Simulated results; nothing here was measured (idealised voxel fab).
Proc. module: voxel self aligned contacts
For reference, the cross-section in this document is cut, with width 225 nm and square cells of 5 nm.
We lay out every cross-section as a grid of square cells and spell it out in bands from the top down, where one band means one or more rows of cells.
Quick guide to a band line: top height, bottom height (nm) up front; then every material left to right with its width in nm. Only one material and it's marked "everywhere"? Then it fills the band edge to edge. And "blank" just means empty space.
Beneath 0, the wafer as received is one material, and that level is where height counting begins. The lowest band goes on downward without a bottom; it is written like "0 and below".
Width "30 to 40": first value at the band's top row of cells, second value at its bottom row, equal change from row to row.
For the purposes of this document, the phrase "no modification" attached to a step denotes that no cell within the cross-section was modified by that step.
Enclosed voids (no open way to top), threshold 8 cells or more, entry "Cavities, sealed", notation width x height at distance, distance from left edge, nm.
It should be noted that, on the line of a given step, the content following the step's settings is a remark produced by the simulator itself with respect to that step.
The setting "overlay nm" may be written on the line of a step. When the step uses a mask, the value reports how far to the right of the planned place the mask lay, and a negative value reports that it lay to the left.

Steps planned for the process:
1. RECEIVE (material Si)
2. CONFORMAL_DEP (material SiO2; thk nm 5)
3. DIRECTIONAL_DEP (material polySi; thk nm 20)
4. DIRECTIONAL_DEP (material SiN; thk nm 20)
5. DIRECTIONAL_DEP (material aC; thk nm 15)
6. PATTERN (tone cover; mask id GATE; material resist; width nm 35; pitch nm 75; thk nm 35; overlay nm 0)
7. DIRECTIONAL_ETCH (etch materials aC; depth nm 15)
8. STRIP (etch materials resist)
9. DIRECTIONAL_ETCH (etch materials SiN; depth nm 20)
10. DIRECTIONAL_ETCH (etch materials polySi; depth nm 20)
11. STRIP (etch materials aC)
12. CONFORMAL_DEP (material SiN; thk nm 10)
13. DIRECTIONAL_ETCH (etch materials SiN; depth nm 10)
14. FILL_DEP (material SiO2; thk nm 15)
15. CMP (height nm 55)
16. PATTERN (tone open; mask id CONTACT; material resist; width nm 50; thk nm 20; overlay nm 0)
17. DIRECTIONAL_ETCH (etch materials SiO2; depth nm 55)
18. STRIP (etch materials resist)
19. CONFORMAL_DEP (material TiN; thk nm 5)
20. FILL_DEP (material W; thk nm 10)
21. CMP (height nm 55)
22. CONFORMAL_DEP (material SiCN; thk nm 5)

As-received wafer cross-section (after step 1):
  0 and below  Si everywhere
  Cavities, sealed: none

The plan above was carried out on the starting structure above with one mistake, and this cross-section shows the wafer at the end of the module:
  60 down to 55  SiCN everywhere
  55 down to 45  45 of SiO2 | 55 of SiN | 5 of TiN | 10 of W | 5 of TiN | 55 of SiN | 50 of SiO2
  45 down to 30  45 of SiO2 | 10 of SiN | 35 of polySi | 10 of SiN | 5 of TiN | 10 of W | 5 of TiN | 10 of SiN | 35 of polySi | 10 of SiN | 50 of SiO2
  30 down to 25  45 of SiO2 | 10 of SiN | 35 of polySi | 10 of SiN | 20 of TiN | 10 of SiN | 35 of polySi | 10 of SiN | 50 of SiO2
  25 down to 5  polySi everywhere
  5 down to 0  SiO2 everywhere
  0 and below  Si everywhere
  Cavities, sealed: none
The mistake made against the process plan was this: step 3 of the plan was performed twice
